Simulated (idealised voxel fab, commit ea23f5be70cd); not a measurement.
The document below concerns the process module designated voxel gate over fins.
The cross-section on display is named cut; it measures 140 nm wide, and its cells are 5 nm squares.
A cross-section is a grid of square cells, given in bands from the top down. A band is one or more rows of cells. Heads up on the band format: heights come first, top then bottom, in nm. After that it's the materials left to right, each with its width in nm. A single material flagged "all across" fills the whole band edge to edge, and "blank" means there's empty space there. The level at which height equals 0 is the one under which the wafer, as it arrives, is entirely one material. No lower edge exists for the bottom band, which continues downward and is notated as in "0 down". Read "30..40" as a graded width: first number on top, second number at the bottom, same change between each pair of neighbouring rows. Basically "left unchanged" means that step didn't change any cell in the cross-section. Listed in "Cavities, closed": every empty space of 8 or more cells without an open way to the top. Form: width x height at distance, the distance being from the left edge, all in nm. On each step's line, the part that comes after the settings is the simulator's own comment on the step. overlay nm: on a step with a mask, how far right of its planned place the mask lay; negative means left.
Steps in the process plan:
step 1: RECEIVE,material Si
step 2: CONFORMAL_DEP,material SiN,thk nm 10
step 3: DIRECTIONAL_DEP,material aC,thk nm 10
step 4: PATTERN,tone cover,mask id FINS,material resist,width nm 15,pitch nm 55,thk nm 25,overlay nm 0
step 5: DIRECTIONAL_ETCH,etch materials aC,depth nm 10
step 6: STRIP,etch materials resist
step 7: DIRECTIONAL_ETCH,etch materials SiN,depth nm 10
step 8: DIRECTIONAL_ETCH,etch materials Si,depth nm 35
step 9: STRIP,etch materials aC
step 10: OXIDIZE,depth nm 5
step 11: FILL_DEP,material SiO2,thk nm 10
step 12: CMP,height nm 10
step 13: DIRECTIONAL_DEP,material aC,thk nm 15
step 14: PATTERN,tone open,mask id RAIL,material resist,width nm 15,thk nm 30,overlay nm 0
step 15: DIRECTIONAL_ETCH,etch materials aC,depth nm 15
step 16: STRIP,etch materials resist
step 17: DIRECTIONAL_ETCH,etch materials SiO2,depth nm 40
step 18: STRIP,etch materials aC
step 19: CONFORMAL_DEP,material TiN,thk nm 5
step 20: FILL_DEP,material Ru,thk nm 10
step 21: CMP,height nm 10
step 22: SELECTIVE_ETCH,etch materials W Ru TiN,depth nm 25
step 23: FILL_DEP,material SiO2,thk nm 5
step 24: CMP,height nm 10
step 25: SELECTIVE_ETCH,etch materials SiO2,depth nm 20
step 26: STRIP,etch materials SiN
step 27: CONFORMAL_DEP,material HfO2,thk nm 5
step 28: CONFORMAL_DEP,material TiN,thk nm 5
step 29: CONFORMAL_DEP,material TiAl,thk nm 5
step 30: CONFORMAL_DEP,material TiN,thk nm 5
step 31: FILL_DEP,material W,thk nm 15
step 32: CMP,height nm 30
step 33: CONFORMAL_DEP,material SiCN,thk nm 10
As-received state of the wafer in cross-section, equivalent to post-step 1:
- 0 down | Si all across
- Cavities, closed: none
The first of two wafers, cross-sectioned at the end of the module, with the run proceeding as planned:
- 40 to 30 | SiCN all across
- 30 to 20 | W all across
- 20 to 15 | 20 W  45 TiN  10 W  45 TiN  20 W
- 15 to 10 | 20 W  5 TiN  35 TiAl  5 TiN  10 W  5 TiN  35 TiAl  5 TiN  20 W
- 10 to 5 | 25 TiN  5 TiAl  25 TiN  5 TiAl  20 TiN  5 TiAl  25 TiN  5 TiAl  25 TiN
- 5 to 0 | 30 TiAl  5 TiN  15 HfO2  5 TiN  30 TiAl  5 TiN  15 HfO2  5 TiN  30 TiAl
- 0 to -5 | 35 TiN  5 HfO2  5 Si  5 HfO2  40 TiN  5 HfO2  5 Si  5 HfO2  35 TiN
- -5 to -10 | 40 HfO2  5 Si  50 HfO2  5 Si  40 HfO2
- -10 to -15 | 40 SiO2  5 Si  50 SiO2  5 Si  40 SiO2
- -15 to -25 | 40 SiO2  5 Si  15 SiO2  5 TiN  5 Ru  5 TiN  20 SiO2  5 Si  40 SiO2
- -25 to -30 | 40 SiO2  5 Si  15 SiO2  15 TiN  20 SiO2  5 Si  40 SiO2
- -30 to -40 | 40 SiO2  5 Si  50 SiO2  5 Si  40 SiO2
- -40 down | Si all across
- Cavities, closed: none
Cross-sectional view of the second of two wafers upon completion of the module. This wafer shared its starting condition and process plan with the first; one error was made during its execution:
- 40 to 30 | SiCN all across
- 30 to 20 | W all across
- 20 to 10 | 20 W  45 TiN  10 W  45 TiN  20 W
- 10 to 5 | 30 TiN  25 TiAl  30 TiN  25 TiAl  30 TiN
- 5 to 0 | 30 TiN  5 TiAl  15 HfO2  5 TiAl  30 TiN  5 TiAl  15 HfO2  5 TiAl  30 TiN
- 0 to -5 | 35 TiAl  5 HfO2  5 Si  5 HfO2  40 TiAl  5 HfO2  5 Si  5 HfO2  35 TiAl
- -5 to -10 | 40 HfO2  5 Si  50 HfO2  5 Si  40 HfO2
- -10 to -15 | 40 SiO2  5 Si  50 SiO2  5 Si  40 SiO2
- -15 to -25 | 40 SiO2  5 Si  15 SiO2  5 TiN  5 Ru  5 TiN  20 SiO2  5 Si  40 SiO2
- -25 to -30 | 40 SiO2  5 Si  15 SiO2  15 TiN  20 SiO2  5 Si  40 SiO2
- -30 to -40 | 40 SiO2  5 Si  50 SiO2  5 Si  40 SiO2
- -40 down | Si all across
- Cavities, closed: none
Short version of what went wrong: steps 28 and 29 got flipped, so each one ran where the other should have
Upon completion, the cell count for each material on the second wafer equals that on the first, whereas the spatial distribution of those cells differs.
